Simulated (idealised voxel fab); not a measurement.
You're looking at the process module voxel trench capacitor.
cross-section cut | 190 nm wide | cells 5 nm
We lay out every cross-section as a grid of square cells and spell it out in bands from the top down, where one band means one or more rows of cells. The band entry comprises the height of the band's top followed by the height of its bottom, expressed in nm, and subsequently the band's materials from left to right, each stated together with its width in nm. Where a single material is marked with the word "throughout", that material fills the band from edge to edge. The word "air" represents empty space. Measure heights from 0. That's the level where, below it, the as-received wafer is all one material. The lowest band is bottomless and extends downward; write it as in "0 -> down". A width such as "30->40" changes by the same amount from each row of cells to the next, from the band's top row to its bottom row. The designation "same as before", where it is given for a processing step, indicates that no cell of the cross-section was altered in the course of that step. What "Closed void entries" gives you is every empty space of 8 cells or more that is cut off from the top. Each appears as width x height at distance, with the distance taken from the left edge and width, height and distance all in nm. after a step's settings: what the simulator itself notes on the step. overlay nm: step with mask; distance mask lay right of planned place; negative value = left of planned place.

BELOW IS THE LIST OF PLANNED PROCESS STEPS
step 1: RECEIVE [material Si]
step 2: CONFORMAL_DEP [material SiN] [thk nm 5]
step 3: DIRECTIONAL_DEP [material aC] [thk nm 10]
step 4: PATTERN [tone open] [mask id TRENCH] [material resist] [width nm 30] [pitch nm 55] [thk nm 25] [overlay nm 0]
step 5: DIRECTIONAL_ETCH [etch materials aC] [depth nm 10]
step 6: STRIP [etch materials resist]
step 7: DIRECTIONAL_ETCH [etch materials SiN] [depth nm 5]
step 8: DIRECTIONAL_ETCH [etch materials Si] [depth nm 30]
step 9: STRIP [etch materials aC]
step 10: CONFORMAL_DEP [material HfO2] [thk nm 5]
step 11: CONFORMAL_DEP [material TiN] [thk nm 5]
step 12: FILL_DEP [material W] [thk nm 10]
step 13: CMP [height nm 5]

RUN AS PLANNED: FIRST OF TWO WAFERS

SHOWN IN CROSS-SECTION IS THE WAFER AS RECEIVED, THAT IS, AS IT STANDS AFTER STEP 1
  0 -> down = Si throughout
  Closed void entries: none

ONCE STEP 2 IS THROUGH, THE WAFER LOOKS LIKE THIS IN CROSS-SECTION
  5 -> 0 = SiN throughout
  Under the height 0 nothing was changed.

ONCE STEP 3 IS THROUGH, THE WAFER LOOKS LIKE THIS IN CROSS-SECTION
  15 -> 5 = aC throughout
  Under the height 5 nothing was changed.

ONCE STEP 4 IS THROUGH, THE WAFER LOOKS LIKE THIS IN CROSS-SECTION
  40 -> 15 = resist (25)  air (30)  resist (25)  air (30)  resist (25)  air (30)  resist (25)
  Under the height 15 nothing was changed.

ONCE STEP 5 IS THROUGH, THE WAFER LOOKS LIKE THIS IN CROSS-SECTION
  30 -> 15 = resist (25)  air (30)  resist (25)  air (30)  resist (25)  air (30)  resist (25)
  15 -> 5 = aC (25)  air (30)  aC (25)  air (30)  aC (25)  air (30)  aC (25)
  Under the height 5 nothing was changed.

ONCE STEP 6 IS THROUGH, THE WAFER LOOKS LIKE THIS IN CROSS-SECTION
  15 -> 5 = aC (25)  air (30)  aC (25)  air (30)  aC (25)  air (30)  aC (25)
  Under the height 5 nothing was changed.

ONCE STEP 7 IS THROUGH, THE WAFER LOOKS LIKE THIS IN CROSS-SECTION
  15 -> 5 = aC (25)  air (30)  aC (25)  air (30)  aC (25)  air (30)  aC (25)
  5 -> 0 = SiN (25)  air (30)  SiN (25)  air (30)  SiN (25)  air (30)  SiN (25)
  Under the height 0 nothing was changed.

ONCE STEP 8 IS THROUGH, THE WAFER LOOKS LIKE THIS IN CROSS-SECTION
  15 -> 5 = aC (25)  air (30)  aC (25)  air (30)  aC (25)  air (30)  aC (25)
  5 -> 0 = SiN (25)  air (30)  SiN (25)  air (30)  SiN (25)  air (30)  SiN (25)
  0 -> -30 = Si (25)  air (30)  Si (25)  air (30)  Si (25)  air (30)  Si (25)
  Under the height -30 nothing was changed.

ONCE STEP 9 IS THROUGH, THE WAFER LOOKS LIKE THIS IN CROSS-SECTION
  5 -> 0 = SiN (25)  air (30)  SiN (25)  air (30)  SiN (25)  air (30)  SiN (25)
  Under the height 0 nothing was changed.

ONCE STEP 10 IS THROUGH, THE WAFER LOOKS LIKE THIS IN CROSS-SECTION
  10 -> 5 = HfO2 (30)  air (20)  HfO2 (35)  air (20)  HfO2 (35)  air (20)  HfO2 (30)
  5 -> 0 = SiN (25)  HfO2 (5)  air (20)  HfO2 (5)  SiN (25)  HfO2 (5)  air (20)  HfO2 (5)  SiN (25)  HfO2 (5)  air (20)  HfO2 (5)  SiN (25)
  0 -> -25 = Si (25)  HfO2 (5)  air (20)  HfO2 (5)  Si (25)  HfO2 (5)  air (20)  HfO2 (5)  Si (25)  HfO2 (5)  air (20)  HfO2 (5)  Si (25)
  -25 -> -30 = Si (25)  HfO2 (30)  Si (25)  HfO2 (30)  Si (25)  HfO2 (30)  Si (25)
  Under the height -30 nothing was changed.

ONCE STEP 11 IS THROUGH, THE WAFER LOOKS LIKE THIS IN CROSS-SECTION
  15 -> 10 = TiN (35)  air (10)  TiN (45)  air (10)  TiN (45)  air (10)  TiN (35)
  10 -> 5 = HfO2 (30)  TiN (5)  air (10)  TiN (5)  HfO2 (35)  TiN (5)  air (10)  TiN (5)  HfO2 (35)  TiN (5)  air (10)  TiN (5)  HfO2 (30)
  5 -> 0 = SiN (25)  HfO2 (5)  TiN (5)  air (10)  TiN (5)  HfO2 (5)  SiN (25)  HfO2 (5)  TiN (5)  air (10)  TiN (5)  HfO2 (5)  SiN (25)  HfO2 (5)  TiN (5)  air (10)  TiN (5)  HfO2 (5)  SiN (25)
  0 -> -20 = Si (25)  HfO2 (5)  TiN (5)  air (10)  TiN (5)  HfO2 (5)  Si (25)  HfO2 (5)  TiN (5)  air (10)  TiN (5)  HfO2 (5)  Si (25)  HfO2 (5)  TiN (5)  air (10)  TiN (5)  HfO2 (5)  Si (25)
  -20 -> -25 = Si (25)  HfO2 (5)  TiN (20)  HfO2 (5)  Si (25)  HfO2 (5)  TiN (20)  HfO2 (5)  Si (25)  HfO2 (5)  TiN (20)  HfO2 (5)  Si (25)
  Under the height -25 nothing was changed.

ONCE STEP 12 IS THROUGH, THE WAFER LOOKS LIKE THIS IN CROSS-SECTION
  25 -> 15 = W throughout
  15 -> 10 = TiN (35)  W (10)  TiN (45)  W (10)  TiN (45)  W (10)  TiN (35)
  10 -> 5 = HfO2 (30)  TiN (5)  W (10)  TiN (5)  HfO2 (35)  TiN (5)  W (10)  TiN (5)  HfO2 (35)  TiN (5)  W (10)  TiN (5)  HfO2 (30)
  5 -> 0 = SiN (25)  HfO2 (5)  TiN (5)  W (10)  TiN (5)  HfO2 (5)  SiN (25)  HfO2 (5)  TiN (5)  W (10)  TiN (5)  HfO2 (5)  SiN (25)  HfO2 (5)  TiN (5)  W (10)  TiN (5)  HfO2 (5)  SiN (25)
  0 -> -20 = Si (25)  HfO2 (5)  TiN (5)  W (10)  TiN (5)  HfO2 (5)  Si (25)  HfO2 (5)  TiN (5)  W (10)  TiN (5)  HfO2 (5)  Si (25)  HfO2 (5)  TiN (5)  W (10)  TiN (5)  HfO2 (5)  Si (25)
  Under the height -20 nothing was changed.

ONCE STEP 13 IS THROUGH, THE WAFER LOOKS LIKE THIS IN CROSS-SECTION
  5 -> 0 = SiN (25)  HfO2 (5)  TiN (5)  W (10)  TiN (5)  HfO2 (5)  SiN (25)  HfO2 (5)  TiN (5)  W (10)  TiN (5)  HfO2 (5)  SiN (25)  HfO2 (5)  TiN (5)  W (10)  TiN (5)  HfO2 (5)  SiN (25)
  Under the height 0 nothing was changed.

SECOND WAFER (IDENTICAL START AND PLAN, ONE PROCESSING ERROR; MATCHES FIRST WAFER THROUGH STEP 3)

CROSS-SECTION OF THE SECOND WAFER AT THE TIME STEP 4 OF THE PLAN SHOULD HAVE ENDED
  40 -> 15 = air (25)  resist (30)  air (25)  resist (30)  air (25)  resist (30)  air (25)
  Under the height 15 nothing was changed.

CROSS-SECTION OF THE SECOND WAFER AT THE TIME STEP 5 OF THE PLAN SHOULD HAVE ENDED
  30 -> 15 = air (25)  resist (30)  air (25)  resist (30)  air (25)  resist (30)  air (25)
  15 -> 5 = air (25)  aC (30)  air (25)  aC (30)  air (25)  aC (30)  air (25)
  Under the height 5 nothing was changed.

CROSS-SECTION OF THE SECOND WAFER AT THE TIME STEP 6 OF THE PLAN SHOULD HAVE ENDED
  15 -> 5 = air (25)  aC (30)  air (25)  aC (30)  air (25)  aC (30)  air (25)
  Under the height 5 nothing was changed.

CROSS-SECTION OF THE SECOND WAFER AT THE TIME STEP 7 OF THE PLAN SHOULD HAVE ENDED
  15 -> 5 = air (25)  aC (30)  air (25)  aC (30)  air (25)  aC (30)  air (25)
  5 -> 0 = air (25)  SiN (30)  air (25)  SiN (30)  air (25)  SiN (30)  air (25)
  Under the height 0 nothing was changed.

CROSS-SECTION OF THE SECOND WAFER AT THE TIME STEP 8 OF THE PLAN SHOULD HAVE ENDED
  15 -> 5 = air (25)  aC (30)  air (25)  aC (30)  air (25)  aC (30)  air (25)
  5 -> 0 = air (25)  SiN (30)  air (25)  SiN (30)  air (25)  SiN (30)  air (25)
  0 -> -30 = air (25)  Si (30)  air (25)  Si (30)  air (25)  Si (30)  air (25)
  Under the height -30 nothing was changed.

CROSS-SECTION OF THE SECOND WAFER AT THE TIME STEP 9 OF THE PLAN SHOULD HAVE ENDED
  5 -> 0 = air (25)  SiN (30)  air (25)  SiN (30)  air (25)  SiN (30)  air (25)
  Under the height 0 nothing was changed.

CROSS-SECTION OF THE SECOND WAFER AT THE TIME STEP 10 OF THE PLAN SHOULD HAVE ENDED
  10 -> 5 = air (20)  HfO2 (40)  air (15)  HfO2 (40)  air (15)  HfO2 (40)  air (20)
  5 -> 0 = air (20)  HfO2 (5)  SiN (30)  HfO2 (5)  air (15)  HfO2 (5)  SiN (30)  HfO2 (5)  air (15)  HfO2 (5)  SiN (30)  HfO2 (5)  air (20)
  0 -> -25 = air (20)  HfO2 (5)  Si (30)  HfO2 (5)  air (15)  HfO2 (5)  Si (30)  HfO2 (5)  air (15)  HfO2 (5)  Si (30)  HfO2 (5)  air (20)
  -25 -> -30 = HfO2 (25)  Si (30)  HfO2 (25)  Si (30)  HfO2 (25)  Si (30)  HfO2 (25)
  Under the height -30 nothing was changed.

CROSS-SECTION OF THE SECOND WAFER AT THE TIME STEP 11 OF THE PLAN SHOULD HAVE ENDED
  15 -> 10 = air (15)  TiN (50)  air (5)  TiN (50)  air (5)  TiN (50)  air (15)
  10 -> 5 = air (15)  TiN (5)  HfO2 (40)  TiN (5)  air (5)  TiN (5)  HfO2 (40)  TiN (5)  air (5)  TiN (5)  HfO2 (40)  TiN (5)  air (15)
  5 -> 0 = air (15)  TiN (5)  HfO2 (5)  SiN (30)  HfO2 (5)  TiN (5)  air (5)  TiN (5)  HfO2 (5)  SiN (30)  HfO2 (5)  TiN (5)  air (5)  TiN (5)  HfO2 (5)  SiN (30)  HfO2 (5)  TiN (5)  air (15)
  0 -> -20 = air (15)  TiN (5)  HfO2 (5)  Si (30)  HfO2 (5)  TiN (5)  air (5)  TiN (5)  HfO2 (5)  Si (30)  HfO2 (5)  TiN (5)  air (5)  TiN (5)  HfO2 (5)  Si (30)  HfO2 (5)  TiN (5)  air (15)
  -20 -> -25 = TiN (20)  HfO2 (5)  Si (30)  HfO2 (5)  TiN (15)  HfO2 (5)  Si (30)  HfO2 (5)  TiN (15)  HfO2 (5)  Si (30)  HfO2 (5)  TiN (20)
  Under the height -25 nothing was changed.

CROSS-SECTION OF THE SECOND WAFER AT THE TIME STEP 12 OF THE PLAN SHOULD HAVE ENDED
  25 -> 15 = W throughout
  15 -> 10 = W (15)  TiN (50)  W (5)  TiN (50)  W (5)  TiN (50)  W (15)
  10 -> 5 = W (15)  TiN (5)  HfO2 (40)  TiN (5)  W (5)  TiN (5)  HfO2 (40)  TiN (5)  W (5)  TiN (5)  HfO2 (40)  TiN (5)  W (15)
  5 -> 0 = W (15)  TiN (5)  HfO2 (5)  SiN (30)  HfO2 (5)  TiN (5)  W (5)  TiN (5)  HfO2 (5)  SiN (30)  HfO2 (5)  TiN (5)  W (5)  TiN (5)  HfO2 (5)  SiN (30)  HfO2 (5)  TiN (5)  W (15)
  0 -> -20 = W (15)  TiN (5)  HfO2 (5)  Si (30)  HfO2 (5)  TiN (5)  W (5)  TiN (5)  HfO2 (5)  Si (30)  HfO2 (5)  TiN (5)  W (5)  TiN (5)  HfO2 (5)  Si (30)  HfO2 (5)  TiN (5)  W (15)
  Under the height -20 nothing was changed.

CROSS-SECTION OF THE SECOND WAFER AT THE TIME STEP 13 OF THE PLAN SHOULD HAVE ENDED
  5 -> 0 = W (15)  TiN (5)  HfO2 (5)  SiN (30)  HfO2 (5)  TiN (5)  W (5)  TiN (5)  HfO2 (5)  SiN (30)  HfO2 (5)  TiN (5)  W (5)  TiN (5)  HfO2 (5)  SiN (30)  HfO2 (5)  TiN (5)  W (15)
  Under the height 0 nothing was changed.
What broke from the plan during processing? for step 4, the planned setting was not used; the step was instead run as PATTERN [tone cover] [mask id TRENCH] [material resist] [width nm 30] [pitch nm 55] [thk nm 25] [overlay nm 0]
Counted in cells at the end, the second wafer holds more or fewer of these materials than the first: HfO2: 2 more | Si: 12 fewer | SiN: 2 fewer | TiN: 2 more | W: 10 more
